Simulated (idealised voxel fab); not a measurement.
Name of the process module below: voxel self aligned vias
Pictured: cross-section cut, 245 nm wide, on a grid of 5 nm square cells.
Heads up, the way a cross-section reads in here is a grid of square cells, handed over as bands from the top down, with every band being one or more rows of cells. It is stipulated that each band's entry specify, in nanometres, the height of the top of the band and then that of its bottom, followed by the materials of the band in left-to-right sequence, each together with its width in nanometres. A single material marked by the word "edge to edge" is understood to fill the band from edge to edge; the word "blank" is understood to denote empty space. We count height from 0. Below that, the starting wafer is all one material. The lowest band never ends at the bottom but goes on down; see "0..down" for how that is written. A width such as "30..40" changes by the same amount from each row of cells to the next, from the band's top row to its bottom row. Reading "remained the same" for a step: not a cell of the cross-section changed in it. Closed empty spaces (no open way to the top) of 8 cells or more are what "Sealed void listing" lists, each as width x height at distance from the left edge, nm for all three. Heads up: the bit after the settings on a step's line is the simulator's remark on that step. If you see "overlay nm" on a step's line and that step has a mask, it's telling you how far right of where it was planned the mask ended up; a negative number means it went left instead.

Planned step list for the process:
1) RECEIVE | material Si
2) CONFORMAL_DEP | material SiO2 | thk nm 15
3) CONFORMAL_DEP | material SiCN | thk nm 5
4) DIRECTIONAL_DEP | material SiO2 | thk nm 20
5) MASKED_ETCH | tone open | mask id LINES | width nm 15 | pitch nm 60 | etch materials SiO2 | depth nm 20 | overlay nm 0
6) CONFORMAL_DEP | material TiN | thk nm 5
7) FILL_DEP | material W | thk nm 10
8) CMP | height nm 40
9) SELECTIVE_ETCH | etch materials W Ru TiN | depth nm 10
10) FILL_DEP | material SiN | thk nm 5
11) CMP | height nm 40
12) DIRECTIONAL_DEP | material SiO2 | thk nm 15
13) MASKED_ETCH | tone open | mask id VIAS | width nm 45 | pitch nm 60 | etch materials SiO2 | depth nm 15 | overlay nm 0
14) MASKED_ETCH | tone open | mask id VIAS | width nm 45 | pitch nm 60 | etch materials SiN | depth nm 10 | overlay nm 0
15) CONFORMAL_DEP | material TiN | thk nm 5
16) FILL_DEP | material Cu | thk nm 10
17) CMP | height nm 55
18) CONFORMAL_DEP | material SiCN | thk nm 5
Where the wafers of this document differ is in the width nm of step 5; they start out the same, and the plan states the value that applied to the first wafer.

Cross-section: the first of several wafers in its as-received state, i.e. following step 1:
> 0..down  Si edge to edge
> Sealed void listing: none

Take any row and you have a wafer at the end of the module: how many cells of each material it has gained (+) or lost (-) since it was received, and then its closed voids:
width nm 15, +32 Cu, +98 SiCN, +412 SiO2, +44 TiN, +2 W, Sealed void listing: none
width nm 20, +36 Cu, +98 SiCN, +404 SiO2, +46 TiN, +4 W, Sealed void listing: none
width nm 25, +40 Cu, +98 SiCN, +396 SiO2, +48 TiN, +6 W, Sealed void listing: none
width nm 30, +44 Cu, +98 SiCN, +388 SiO2, +50 TiN, +8 W, Sealed void listing: none
width nm 35, +48 Cu, +98 SiCN, +380 SiO2, +52 TiN, +10 W, Sealed void listing: none
width nm 40, +52 Cu, +98 SiCN, +372 SiO2, +54 TiN, +12 W, Sealed void listing: none
